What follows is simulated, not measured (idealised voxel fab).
Name of the process module below: voxel ribs on slabs
Square cell edge 5 nm, section width 155 nm, ID cut.
Just so we're on the same page, the cross-sections are grids of square cells, and they're listed out in bands top to bottom, each band one or more rows deep.
Look at the band entry: it leads with the top's height and the bottom's height in nm. Then it lists the materials left to right, with a width in nm for each. The word "everywhere" on a single material says that material fills the band edge to edge. The word "air" is empty space.
Zero point of the height axis is 0; under it, received wafer = one material. Lowest band: continues down indefinitely, "z 0 and below".
Quick explanation for "30->40": the width changes in equal steps down the rows of cells, from the first number in the band's top row to the second number in its bottom row.
For the purposes of this document, the phrase "same as before" attached to a step denotes that no cell within the cross-section was modified by that step.
If an empty space has no open way to the top and is at least 8 cells in size, "Closed void register" lists it, written width x height at distance, where distance is measured from the left edge and every value is in nm.
Text after the settings on a step's line: the simulator's own remark on that step.
Each step line may optionally specify "overlay nm", which for a step with a mask gives the rightward distance between the mask's planned place and where it lay, a negative value indicating the leftward direction.

# Steps planned for the process
- 1: RECEIVE with material Si
- 2: DIRECTIONAL_DEP with material SiO2, thk nm 20
- 3: DIRECTIONAL_DEP with material SiN, thk nm 15
- 4: DIRECTIONAL_DEP with material aC, thk nm 10
- 5: PATTERN with tone cover, mask id RIB, material resist, width nm 30, thk nm 30, overlay nm 0
- 6: DIRECTIONAL_ETCH with etch materials aC, depth nm 10
- 7: STRIP with etch materials resist
- 8: DIRECTIONAL_ETCH with etch materials SiN, depth nm 10
- 9: STRIP with etch materials aC
- 10: DIRECTIONAL_DEP with material aC, thk nm 15
- 11: PATTERN with tone cover, mask id SLAB, material resist, width nm 90, thk nm 35, overlay nm 0
- 12: DIRECTIONAL_ETCH with etch materials aC, depth nm 15
- 13: STRIP with etch materials resist
- 14: DIRECTIONAL_ETCH with etch materials SiN, depth nm 5
- 15: STRIP with etch materials aC
- 16: FILL_DEP with material SiO2, thk nm 25
- 17: CMP with height nm 50
- 18: DIRECTIONAL_DEP with material W, thk nm 10
- 19: DIRECTIONAL_DEP with material aC, thk nm 15
- 20: PATTERN with tone cover, mask id HEATER, material resist, width nm 40, thk nm 35, overlay nm 0
- 21: DIRECTIONAL_ETCH with etch materials aC, depth nm 15
- 22: STRIP with etch materials resist
- 23: DIRECTIONAL_ETCH with etch materials W, depth nm 10
- 24: STRIP with etch materials aC
- 25: CONFORMAL_DEP with material SiN, thk nm 10

# Wafer cross-section on receipt, i.e. after step 1
  z 0 and below: Si everywhere
  Closed void register: none

# Looking at the first of two wafers in cross-section at end of module - ran to plan
  z 70 to 60: air (45), then SiN (60), then air (50)
  z 60 to 50: SiN (55), then W (40), then SiN (60)
  z 50 to 35: SiO2 everywhere
  z 35 to 25: SiO2 (60), then SiN (30), then SiO2 (65)
  z 25 to 20: SiO2 (30), then SiN (90), then SiO2 (35)
  z 20 to 0: SiO2 everywhere
  z 0 and below: Si everywhere
  Closed void register: none

# End-of-module cross-section of the second wafer: identical starting point and process plan to the first, with one processing mistake
  z 70 to 60: air (55), then SiN (60), then air (40)
  z 60 to 50: SiN (65), then W (40), then SiN (50)
  z 50 to 35: SiO2 everywhere
  z 35 to 25: SiO2 (60), then SiN (30), then SiO2 (65)
  z 25 to 20: SiO2 (30), then SiN (90), then SiO2 (35)
  z 20 to 0: SiO2 everywhere
  z 0 and below: Si everywhere
  Closed void register: none
So what did we get wrong on this run? planned and actual differ for step 20; actual: PATTERN with tone cover, mask id HEATER, material resist, width nm 40, thk nm 35, overlay nm 10
In the final comparison it is observed that the number of cells assigned to each material is identical for the two wafers, whereas their placement is not.
